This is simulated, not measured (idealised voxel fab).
Documented hereafter: the process module known as voxel gate over fins.
Cross-section cut: width 300 nm, square cells of 5 nm.
How to read a cross-section here: the picture is a grid of square cells, written as bands going from the top down, and any band can span one or more rows of cells.
What a band's entry tells you: where the top is and where the bottom is, as heights in nm, and after that what lies inside, material by material from left to right, each with its width in nm. Empty space is written as the word "empty", and a single material marked with the word "everywhere" occupies the band from edge to edge.
Measure heights from 0. That's the level where, below it, the as-received wafer is all one material. The lowest band is bottomless and extends downward; write it as in "0 nm and below".
The expression "30 to 40" gives the width at the extremes of the band, the first number at its top row of cells and the second at its bottom row, with the width changing by equal amounts from each row to the next in between.
Given "nothing altered" for a step, no cell of the cross-section differs between before and after that step.
So "Unvented internal voids" is basically the list of trapped voids: any empty space of 8 cells or more that can't reach the top through an opening. They're written width x height at distance, the distance being from the left edge, and it's all nm.
Step line, after settings: the simulator's comment on this step.
"overlay nm" answers the question of how far to the right of plan the mask lay on a step that has a mask, and when it is negative the answer is to the left.
This section lists the process steps that were planned
1: op RECEIVE | material Si
2: op CONFORMAL_DEP | material SiN | thk nm 10
3: op PATTERN | tone cover | mask id FINS | material resist | width nm 15 | pitch nm 45 | thk nm 20 | overlay nm 0
4: op DIRECTIONAL_ETCH | etch materials SiN | depth nm 10
5: op DIRECTIONAL_ETCH | etch materials Si | depth nm 40
6: op STRIP | etch materials resist
7: op OXIDIZE | depth nm 5
8: op FILL_DEP | material SiO2 | thk nm 5
9: op CMP | height nm 10
10: op SELECTIVE_ETCH | etch materials SiO2 | depth nm 20
11: op STRIP | etch materials SiN
12: op CONFORMAL_DEP | material HfO2 | thk nm 5
13: op CONFORMAL_DEP | material TiN | thk nm 5
14: op CONFORMAL_DEP | material TiAl | thk nm 5
15: op CONFORMAL_DEP | material TiN | thk nm 5
16: op FILL_DEP | material W | thk nm 10
17: op CMP | height nm 25
18: op CONFORMAL_DEP | material SiN | thk nm 5
First of two wafers: run as planned
Cross-section: wafer on arrival = after step 1
- 0 nm and below: Si everywhere
- Unvented internal voids: none
Step 2 complete: cross-section through the wafer
- 10 nm to 0 nm: SiN everywhere
- Below 0, no change.
Step 3 complete: cross-section through the wafer
- 30 nm to 10 nm: empty 120  resist 15  empty 30  resist 15  empty 120
- Below 10, no change.
Step 4 complete: cross-section through the wafer
- 30 nm to 10 nm: empty 120  resist 15  empty 30  resist 15  empty 120
- 10 nm to 0 nm: empty 120  SiN 15  empty 30  SiN 15  empty 120
- Below 0, no change.
Step 5 complete: cross-section through the wafer
- 30 nm to 10 nm: empty 120  resist 15  empty 30  resist 15  empty 120
- 10 nm to 0 nm: empty 120  SiN 15  empty 30  SiN 15  empty 120
- 0 nm to -40 nm: empty 120  Si 15  empty 30  Si 15  empty 120
- Below -40, no change.
Step 6 complete: cross-section through the wafer
- 10 nm to 0 nm: empty 120  SiN 15  empty 30  SiN 15  empty 120
- Below 0, no change.
Step 7 complete: cross-section through the wafer
- 10 nm to 0 nm: empty 120  SiN 15  empty 30  SiN 15  empty 120
- 0 nm to -40 nm: empty 120  SiO2 5  Si 5  SiO2 5  empty 30  SiO2 5  Si 5  SiO2 5  empty 120
- -40 nm to -45 nm: SiO2 125  Si 5  SiO2 40  Si 5  SiO2 125
- Below -45, no change.
Step 8 complete: cross-section through the wafer
- 15 nm to 10 nm: SiO2 everywhere
- 10 nm to 0 nm: SiO2 120  SiN 15  SiO2 30  SiN 15  SiO2 120
- 0 nm to -45 nm: SiO2 125  Si 5  SiO2 40  Si 5  SiO2 125
- Below -45, no change.
Step 9 complete: cross-section through the wafer
- 10 nm to 0 nm: SiO2 120  SiN 15  SiO2 30  SiN 15  SiO2 120
- Below 0, no change.
Step 10 complete: cross-section through the wafer
- 10 nm to 0 nm: empty 120  SiN 15  empty 30  SiN 15  empty 120
- 0 nm to -10 nm: empty 125  Si 5  empty 40  Si 5  empty 125
- Below -10, no change.
Step 11 complete: cross-section through the wafer
- 0 nm to -10 nm: empty 125  Si 5  empty 40  Si 5  empty 125
- Below -10, no change.
Step 12 complete: cross-section through the wafer
- 5 nm to 0 nm: empty 120  HfO2 15  empty 30  HfO2 15  empty 120
- 0 nm to -5 nm: empty 120  HfO2 5  Si 5  HfO2 5  empty 30  HfO2 5  Si 5  HfO2 5  empty 120
- -5 nm to -10 nm: HfO2 125  Si 5  HfO2 40  Si 5  HfO2 125
- Below -10, no change.
Step 13 complete: cross-section through the wafer
- 10 nm to 5 nm: empty 115  TiN 25  empty 20  TiN 25  empty 115
- 5 nm to 0 nm: empty 115  TiN 5  HfO2 15  TiN 5  empty 20  TiN 5  HfO2 15  TiN 5  empty 115
- 0 nm to -5 nm: TiN 120  HfO2 5  Si 5  HfO2 5  TiN 30  HfO2 5  Si 5  HfO2 5  TiN 120
- Below -5, no change.
Step 14 complete: cross-section through the wafer
- 15 nm to 10 nm: empty 110  TiAl 35  empty 10  TiAl 35  empty 110
- 10 nm to 5 nm: empty 110  TiAl 5  TiN 25  TiAl 5  empty 10  TiAl 5  TiN 25  TiAl 5  empty 110
- 5 nm to 0 nm: TiAl 115  TiN 5  HfO2 15  TiN 5  TiAl 20  TiN 5  HfO2 15  TiN 5  TiAl 115
- Below 0, no change.
Step 15 complete: cross-section through the wafer
- 20 nm to 15 nm: empty 105  TiN 90  empty 105
- 15 nm to 10 nm: empty 105  TiN 5  TiAl 35  TiN 10  TiAl 35  TiN 5  empty 105
- 10 nm to 5 nm: TiN 110  TiAl 5  TiN 25  TiAl 5  TiN 10  TiAl 5  TiN 25  TiAl 5  TiN 110
- Below 5, no change.
Step 16 complete: cross-section through the wafer
- 30 nm to 20 nm: W everywhere
- 20 nm to 15 nm: W 105  TiN 90  W 105
- 15 nm to 10 nm: W 105  TiN 5  TiAl 35  TiN 10  TiAl 35  TiN 5  W 105
- Below 10, no change.
Step 17 complete: cross-section through the wafer
- 25 nm to 20 nm: W everywhere
- Below 20, no change.
Step 18 complete: cross-section through the wafer
- 30 nm to 25 nm: SiN everywhere
- Below 25, no change.
Wafer two. Same start, same plan, one slip in execution. Same as wafer one through step 11, inclusive
Cross-section of the second wafer at the time step 12 of the plan should have ended: nothing altered
Cross-section of the second wafer at the time step 13 of the plan should have ended
- 5 nm to 0 nm: empty 120  TiN 15  empty 30  TiN 15  empty 120
- 0 nm to -5 nm: empty 120  TiN 5  Si 5  TiN 5  empty 30  TiN 5  Si 5  TiN 5  empty 120
- -5 nm to -10 nm: TiN 125  Si 5  TiN 40  Si 5  TiN 125
- Below -10, no change.
Cross-section of the second wafer at the time step 14 of the plan should have ended
- 10 nm to 5 nm: empty 115  TiAl 25  empty 20  TiAl 25  empty 115
- 5 nm to 0 nm: empty 115  TiAl 5  TiN 15  TiAl 5  empty 20  TiAl 5  TiN 15  TiAl 5  empty 115
- 0 nm to -5 nm: TiAl 120  TiN 5  Si 5  TiN 5  TiAl 30  TiN 5  Si 5  TiN 5  TiAl 120
- Below -5, no change.
Cross-section of the second wafer at the time step 15 of the plan should have ended
- 15 nm to 10 nm: empty 110  TiN 35  empty 10  TiN 35  empty 110
- 10 nm to 5 nm: empty 110  TiN 5  TiAl 25  TiN 5  empty 10  TiN 5  TiAl 25  TiN 5  empty 110
- 5 nm to 0 nm: TiN 115  TiAl 5  TiN 15  TiAl 5  TiN 20  TiAl 5  TiN 15  TiAl 5  TiN 115
- Below 0, no change.
Cross-section of the second wafer at the time step 16 of the plan should have ended
- 25 nm to 15 nm: W everywhere
- 15 nm to 10 nm: W 110  TiN 35  W 10  TiN 35  W 110
- 10 nm to 5 nm: W 110  TiN 5  TiAl 25  TiN 5  W 10  TiN 5  TiAl 25  TiN 5  W 110
- Below 5, no change.
Cross-section of the second wafer at the time step 17 of the plan should have ended: nothing altered
Cross-section of the second wafer at the time step 18 of the plan should have ended
- 30 nm to 25 nm: SiN everywhere
- Below 25, no change.
Error vs. plan: not run: step 12 of the plan (skipped)
The closing comparison, in cells, has the second wafer with more or fewer of some materials than the first: HfO2: 68 fewer | W: 68 more
